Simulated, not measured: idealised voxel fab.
The following process module bears the name voxel capacitor over wiring.
For reference, the cross-section in this document is cut, with width 245 nm and square cells of 5 nm.
If you're reading a cross-section in this doc, picture square cells in a grid; it comes to you as bands, top ones listed first down to the bottom, and a band can be one or more rows of cells.
Each band's line starts with the height of the band's top and of its bottom, in nm. Then come its materials from left to right, each with its width in nm. One material with "full width" fills the band from edge to edge. "blank" is empty space.
Heights from 0 (as-received wafer is one material below). Bottom band endless downward, as "0 down".
You'd read "30 to 40" like this: the band's top row of cells is as wide as the first number, its bottom row is as wide as the second, and going down, every row changes width by the same amount as the row before did.
When a step is marked "same as before", none of the cells in the cross-section changed during that step.
If an empty space has no open way to the top and is at least 8 cells in size, "Entrapped void list" lists it, written width x height at distance, where distance is measured from the left edge and every value is in nm.
Where a step's line continues beyond its settings, the continuation is a remark by the simulator itself on that step.
The optional step-line setting "overlay nm" applies to steps with a mask and quantifies how far to the right of its planned location the mask lay, a negative value indicating leftward placement.

Planned step list for the process
- 1: op RECEIVE | material Si
- 2: op CONFORMAL_DEP | material SiO2 | thk nm 10
- 3: op DIRECTIONAL_DEP | material TiN | thk nm 5
- 4: op DIRECTIONAL_DEP | material Ru | thk nm 15
- 5: op PATTERN | tone cover | mask id METAL_1 | material resist | width nm 20 | pitch nm 85 | thk nm 20 | overlay nm 0
- 6: op DIRECTIONAL_ETCH | etch materials Ru | depth nm 15
- 7: op DIRECTIONAL_ETCH | etch materials TiN | depth nm 5
- 8: op STRIP | etch materials resist
- 9: op CONFORMAL_DEP | material SiN | thk nm 5
- 10: op FILL_DEP | material SiO2 | thk nm 10
- 11: op CMP | height nm 30
- 12: op CONFORMAL_DEP | material SiCN | thk nm 5
- 13: op DIRECTIONAL_DEP | material SiO2 | thk nm 15
- 14: op DIRECTIONAL_DEP | material aC | thk nm 10
- 15: op PATTERN | tone open | mask id PLUG_1 | material resist | width nm 15 | thk nm 25 | overlay nm 0
- 16: op DIRECTIONAL_ETCH | etch materials aC | depth nm 10
- 17: op STRIP | etch materials resist
- 18: op DIRECTIONAL_ETCH | etch materials SiO2 | depth nm 15
- 19: op DIRECTIONAL_ETCH | etch materials SiCN | depth nm 5
- 20: op STRIP | etch materials aC
- 21: op EPI | material Ru | thk nm 10
- 22: op EPI | material Ru | thk nm 10
- 23: op DIRECTIONAL_DEP | material TiN | thk nm 10
- 24: op DIRECTIONAL_DEP | material SiN | thk nm 5
- 25: op DIRECTIONAL_DEP | material TiN | thk nm 10
- 26: op PATTERN | tone cover | mask id UPPER_PLATE | material resist | width nm 70 | thk nm 15 | overlay nm 0
- 27: op DIRECTIONAL_ETCH | etch materials TiN | depth nm 10
- 28: op DIRECTIONAL_ETCH | etch materials SiN | depth nm 5
- 29: op STRIP | etch materials resist
- 30: op PATTERN | tone cover | mask id LOWER_PLATE | material resist | width nm 80 | thk nm 15 | overlay nm 0
- 31: op DIRECTIONAL_ETCH | etch materials TiN | depth nm 10
- 32: op STRIP | etch materials resist
- 33: op FILL_DEP | material SiO2 | thk nm 20
- 34: op CMP | height nm 90
- 35: op PATTERN | tone open | mask id PLUG_2 | material resist | width nm 15 | thk nm 15 | overlay nm 0
- 36: op DIRECTIONAL_ETCH | etch materials SiO2 | depth nm 15
- 37: op STRIP | etch materials resist
- 38: op CONFORMAL_DEP | material TiN | thk nm 5
- 39: op FILL_DEP | material W | thk nm 10
- 40: op CMP | height nm 90
- 41: op CONFORMAL_DEP | material SiN | thk nm 5

Here's what the wafer looked like in cross-section when it arrived - that's after step 1
	0 down = Si full width
	Entrapped void list: none

First wafer at the end, as planned
	95 to 90 = SiN full width
	90 to 80 = 85 nm SiO2, 5 nm TiN, 5 nm W, 5 nm TiN, 145 nm SiO2
	80 to 75 = 85 nm SiO2, 15 nm TiN, 145 nm SiO2
	75 to 65 = 75 nm SiO2, 70 nm TiN, 100 nm SiO2
	65 to 60 = 75 nm SiO2, 70 nm SiN, 100 nm SiO2
	60 to 50 = 70 nm SiO2, 80 nm TiN, 95 nm SiO2
	50 to 35 = 75 nm SiO2, 15 nm Ru, 155 nm SiO2
	35 to 30 = 75 nm SiCN, 15 nm Ru, 155 nm SiCN
	30 to 15 = 65 nm SiO2, 5 nm SiN, 20 nm Ru, 5 nm SiN, 55 nm SiO2, 5 nm SiN, 20 nm Ru, 5 nm SiN, 65 nm SiO2
	15 to 10 = 70 nm SiN, 20 nm TiN, 65 nm SiN, 20 nm TiN, 70 nm SiN
	10 to 0 = SiO2 full width
	0 down = Si full width
	Entrapped void list: none

Wafer two, end of module, cross-section. Same start, same plan as wafer one. One mistake in the run
	95 to 90 = SiN full width
	90 to 80 = 85 nm SiO2, 5 nm TiN, 5 nm W, 5 nm TiN, 145 nm SiO2
	80 to 75 = 85 nm SiO2, 15 nm TiN, 145 nm SiO2
	75 to 65 = Ru full width
	65 to 60 = SiN full width
	60 to 50 = TiN full width
	50 to 35 = 75 nm SiO2, 15 nm Ru, 155 nm SiO2
	35 to 30 = 75 nm SiCN, 15 nm Ru, 155 nm SiCN
	30 to 15 = 65 nm SiO2, 5 nm SiN, 20 nm Ru, 5 nm SiN, 55 nm SiO2, 5 nm SiN, 20 nm Ru, 5 nm SiN, 65 nm SiO2
	15 to 10 = 70 nm SiN, 20 nm TiN, 65 nm SiN, 20 nm TiN, 70 nm SiN
	10 to 0 = SiO2 full width
	0 down = Si full width
	Entrapped void list: none
Want to know what went wrong? it should be noted that step 25 was executed with settings other than those planned, the operation and settings actually applied being op DIRECTIONAL_DEP | material Ru | thk nm 10
Wafer comparison, final, in cells, second relative to first, materials more or fewer: +98 Ru; +35 SiN; -171 SiO2; +38 TiN
